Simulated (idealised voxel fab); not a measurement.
You're looking at the process module voxel capacitor over wiring.
FYI the section here is cut, 225 nm wide, cells are 5 nm squares.
Cross-section spec: square-cell grid; bands listed top down; each band is one or more rows.
Basically the band line says how high the top is and how high the bottom is, in nm, and then what's in it from left to right, every material with its width in nm. Empty space shows up as "air", and if a single material carries "everywhere" it runs the full band edge to edge.
Where do heights start? At 0: under that level the wafer as delivered is made of one material only. And the lowest band has no floor; it just carries on downward, as in "top 0, no bottom".
Width: "30 to 40" (first number = top row, second number = bottom row, same change from row to row of cells).
When a step is marked "all unchanged", none of the cells in the cross-section changed during that step.
For the entry "Voids, sealed", the listed items are empty spaces with no open way to the top whose size is 8 cells or more; each item follows the pattern width x height at distance, where distance is from the left edge and all three are in nm.
Step line, after settings: the simulator's comment on this step.
The setting "overlay nm" may be written on the line of a step. When the step uses a mask, the value reports how far to the right of the planned place the mask lay, and a negative value reports that it lay to the left.
Planned process steps:
1 RECEIVE [material Si]
2 CONFORMAL_DEP [material SiO2] [thk nm 10]
3 DIRECTIONAL_DEP [material TiN] [thk nm 5]
4 DIRECTIONAL_DEP [material Ru] [thk nm 20]
5 PATTERN [tone cover] [mask id METAL_1] [material resist] [width nm 25] [pitch nm 85] [thk nm 15] [overlay nm 0]
6 DIRECTIONAL_ETCH [etch materials Ru] [depth nm 20]
7 DIRECTIONAL_ETCH [etch materials TiN] [depth nm 5]
8 STRIP [etch materials resist]
9 CONFORMAL_DEP [material SiN] [thk nm 5]
10 FILL_DEP [material SiO2] [thk nm 5]
11 CMP [height nm 35]
12 CONFORMAL_DEP [material SiCN] [thk nm 5]
13 DIRECTIONAL_DEP [material lowk] [thk nm 20]
14 DIRECTIONAL_DEP [material aC] [thk nm 15]
15 PATTERN [tone open] [mask id PLUG_1] [material resist] [width nm 15] [thk nm 30] [overlay nm 0]
16 DIRECTIONAL_ETCH [etch materials aC] [depth nm 15]
17 STRIP [etch materials resist]
18 DIRECTIONAL_ETCH [etch materials lowk] [depth nm 20]
19 DIRECTIONAL_ETCH [etch materials SiCN] [depth nm 5]
20 STRIP [etch materials aC]
21 CONFORMAL_DEP [material TiN] [thk nm 5]
22 FILL_DEP [material W] [thk nm 5]
23 CMP [height nm 60]
24 DIRECTIONAL_DEP [material TiN] [thk nm 10]
25 DIRECTIONAL_DEP [material SiN] [thk nm 5]
26 DIRECTIONAL_DEP [material TiN] [thk nm 10]
27 MASKED_ETCH [tone cover] [mask id UPPER_PLATE] [width nm 65] [etch materials TiN] [depth nm 10] [overlay nm 0]
28 MASKED_ETCH [tone cover] [mask id UPPER_PLATE] [width nm 65] [etch materials SiN] [depth nm 5] [overlay nm 0]
29 DIRECTIONAL_DEP [material aC] [thk nm 15]
30 PATTERN [tone cover] [mask id LOWER_PLATE] [material resist] [width nm 75] [thk nm 30] [overlay nm 0]
31 DIRECTIONAL_ETCH [etch materials aC] [depth nm 15]
32 STRIP [etch materials resist]
33 DIRECTIONAL_ETCH [etch materials TiN] [depth nm 10]
34 STRIP [etch materials aC]
35 FILL_DEP [material SiO2] [thk nm 15]
36 CMP [height nm 95]
37 PATTERN [tone open] [mask id PLUG_2] [material resist] [width nm 15] [thk nm 15] [overlay nm 0]
38 DIRECTIONAL_ETCH [etch materials SiO2] [depth nm 10]
39 STRIP [etch materials resist]
40 CONFORMAL_DEP [material TiN] [thk nm 5]
41 FILL_DEP [material Cu] [thk nm 10]
42 CMP [height nm 95]
43 CONFORMAL_DEP [material SiCN] [thk nm 5]
Wafer as received: cross-section following step 1:
  top 0, no bottom = Si everywhere
  Voids, sealed: none
As-planned run: cross-section of the first of two wafers at end of module:
  top 100, bottom 95 = SiCN everywhere
  top 95, bottom 90 = SiO2: 75 / TiN: 5 / Cu: 5 / TiN: 5 / SiO2: 135
  top 90, bottom 85 = SiO2: 75 / TiN: 15 / SiO2: 135
  top 85, bottom 75 = SiO2: 65 / TiN: 65 / SiO2: 95
  top 75, bottom 70 = SiO2: 65 / SiN: 65 / SiO2: 95
  top 70, bottom 60 = SiO2: 60 / TiN: 75 / SiO2: 90
  top 60, bottom 40 = lowk: 65 / TiN: 5 / W: 5 / TiN: 5 / lowk: 145
  top 40, bottom 35 = SiCN: 65 / TiN: 15 / SiCN: 145
  top 35, bottom 15 = SiO2: 50 / SiN: 5 / Ru: 25 / SiN: 5 / SiO2: 50 / SiN: 5 / Ru: 25 / SiN: 5 / SiO2: 55
  top 15, bottom 10 = SiN: 55 / TiN: 25 / SiN: 60 / TiN: 25 / SiN: 60
  top 10, bottom 0 = SiO2 everywhere
  top 0, no bottom = Si everywhere
  Voids, sealed: none
What the second wafer looks like in cross-section once the module is done. Its start and its plan matched the first wafer's exactly; what differed was one mistake in how it was run:
  top 100, bottom 95 = SiCN everywhere
  top 95, bottom 90 = SiO2: 75 / TiN: 5 / Cu: 5 / TiN: 5 / SiO2: 135
  top 90, bottom 85 = SiO2: 75 / TiN: 15 / SiO2: 135
  top 85, bottom 75 = SiO2: 65 / TiN: 65 / SiO2: 95
  top 75, bottom 70 = SiO2: 65 / SiN: 65 / SiO2: 95
  top 70, bottom 60 = SiO2: 60 / TiN: 75 / SiO2: 90
  top 60, bottom 40 = lowk: 65 / TiN: 5 / W: 5 / TiN: 5 / lowk: 145
  top 40, bottom 35 = SiCN: 65 / TiN: 15 / SiCN: 145
  top 35, bottom 15 = SiO2: 50 / SiN: 5 / Ru: 25 / SiN: 5 / SiO2: 50 / SiN: 5 / Ru: 25 / SiN: 5 / SiO2: 55
  top 15, bottom 10 = SiN: 55 / TiN: 25 / SiN: 60 / TiN: 25 / SiN: 60
  top 10, bottom 0 = W everywhere
  top 0, no bottom = Si everywhere
  Voids, sealed: none
Heads up, the wafer didn't run the way we planned it: contrary to plan, step 2 was performed as CONFORMAL_DEP [material W] [thk nm 10]
Count the cells at the end and the second wafer has more or fewer of some materials than the first: 90 fewer of SiO2; 90 more of W
